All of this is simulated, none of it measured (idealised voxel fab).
The name of this process module is voxel self aligned vias.
Square cell edge 5 nm, section width 190 nm, ID cut.
Cross-section format: a grid of square cells, given as bands from top to bottom; each band is one or more rows of cells.
Heads up on the band format: heights come first, top then bottom, in nm. After that it's the materials left to right, each with its width in nm. A single material flagged "throughout" fills the whole band edge to edge, and "blank" means there's empty space there.
Note: height 0 marks the level under which the wafer is uniformly one material as received. Lowest band unbounded below, written "top 0, no bottom".
Note: "30->40" means the width goes from the first number (top row of the band) to the second number (bottom row) in equal steps per row of cells.
Basically "no alterations made" means that step didn't change any cell in the cross-section.
"Fully closed voids" - sealed voids, min. 8 cells, no opening to top; format: width x height at distance (distance from left edge; nm throughout).
On a step's line, text after the settings is the simulator commenting on that step.
You can add "overlay nm" to a step's line. For a step with a mask, it describes how far the mask lay to the right of its planned position, and a negative number describes a lay to the left.
-- Steps in the process plan
1: RECEIVE: material Si
2: CONFORMAL_DEP: material SiO2, thk nm 15
3: CONFORMAL_DEP: material SiCN, thk nm 5
4: DIRECTIONAL_DEP: material lowk, thk nm 25
5: PATTERN: tone open, mask id LINES, material resist, width nm 30, pitch nm 55, thk nm 15, overlay nm 0
6: DIRECTIONAL_ETCH: etch materials lowk, depth nm 25
7: STRIP: etch materials resist
8: CONFORMAL_DEP: material TiN, thk nm 5
9: FILL_DEP: material W, thk nm 10
10: CMP: height nm 45
11: SELECTIVE_ETCH: etch materials W Ru TiN, depth nm 5
12: FILL_DEP: material SiN, thk nm 10
13: CMP: height nm 45
14: DIRECTIONAL_DEP: material lowk, thk nm 15
15: MASKED_ETCH: tone open, mask id VIAS, width nm 40, pitch nm 55, etch materials lowk, depth nm 15, overlay nm 0
16: MASKED_ETCH: tone open, mask id VIAS, width nm 40, pitch nm 55, etch materials SiN, depth nm 5, overlay nm 0
17: CONFORMAL_DEP: material TiN, thk nm 5
18: FILL_DEP: material Ru, thk nm 5
19: CMP: height nm 60
20: CONFORMAL_DEP: material SiCN, thk nm 5
-- Cross-section: wafer on arrival = after step 1
- top 0, no bottom: Si throughout
- Fully closed voids: none
-- Cross-section, first of two wafers, end of module, run as planned
- top 65, bottom 60: SiCN throughout
- top 60, bottom 50: lowk 45 nm | TiN 5 nm | Ru 30 nm | TiN 5 nm | lowk 15 nm | TiN 5 nm | Ru 30 nm | TiN 5 nm | lowk 50 nm
- top 50, bottom 45: lowk 45 nm | TiN 10 nm | Ru 20 nm | TiN 10 nm | lowk 15 nm | TiN 10 nm | Ru 20 nm | TiN 10 nm | lowk 50 nm
- top 45, bottom 40: lowk 50 nm | TiN 30 nm | lowk 25 nm | TiN 30 nm | lowk 55 nm
- top 40, bottom 25: lowk 50 nm | TiN 5 nm | W 20 nm | TiN 5 nm | lowk 25 nm | TiN 5 nm | W 20 nm | TiN 5 nm | lowk 55 nm
- top 25, bottom 20: lowk 50 nm | TiN 30 nm | lowk 25 nm | TiN 30 nm | lowk 55 nm
- top 20, bottom 15: SiCN throughout
- top 15, bottom 0: SiO2 throughout
- top 0, no bottom: Si throughout
- Fully closed voids: none
-- Second wafer cross-section at end of module - shared start and plan with the first, one mistake in the run
- top 65, bottom 60: SiCN throughout
- top 60, bottom 50: lowk 45 nm | TiN 5 nm | Ru 30 nm | TiN 5 nm | lowk 15 nm | TiN 5 nm | Ru 30 nm | TiN 5 nm | lowk 50 nm
- top 50, bottom 45: lowk 45 nm | TiN 10 nm | Ru 15 nm | TiN 15 nm | lowk 15 nm | TiN 10 nm | Ru 15 nm | TiN 15 nm | lowk 50 nm
- top 45, bottom 40: lowk 50 nm | TiN 25 nm | SiN 5 nm | lowk 25 nm | TiN 25 nm | SiN 5 nm | lowk 55 nm
- top 40, bottom 25: lowk 50 nm | TiN 5 nm | W 20 nm | TiN 5 nm | lowk 25 nm | TiN 5 nm | W 20 nm | TiN 5 nm | lowk 55 nm
- top 25, bottom 20: lowk 50 nm | TiN 30 nm | lowk 25 nm | TiN 30 nm | lowk 55 nm
- top 20, bottom 15: SiCN throughout
- top 15, bottom 0: SiO2 throughout
- top 0, no bottom: Si throughout
- Fully closed voids: none
The plan and the run diverged here: step 16 off recipe, ran as MASKED_ETCH: tone open, mask id VIAS, width nm 40, pitch nm 55, etch materials SiN, depth nm 5, overlay nm -10
Final comparison by cell count, materials where the second wafer has more or fewer than the first: Ru -2 | SiN +2
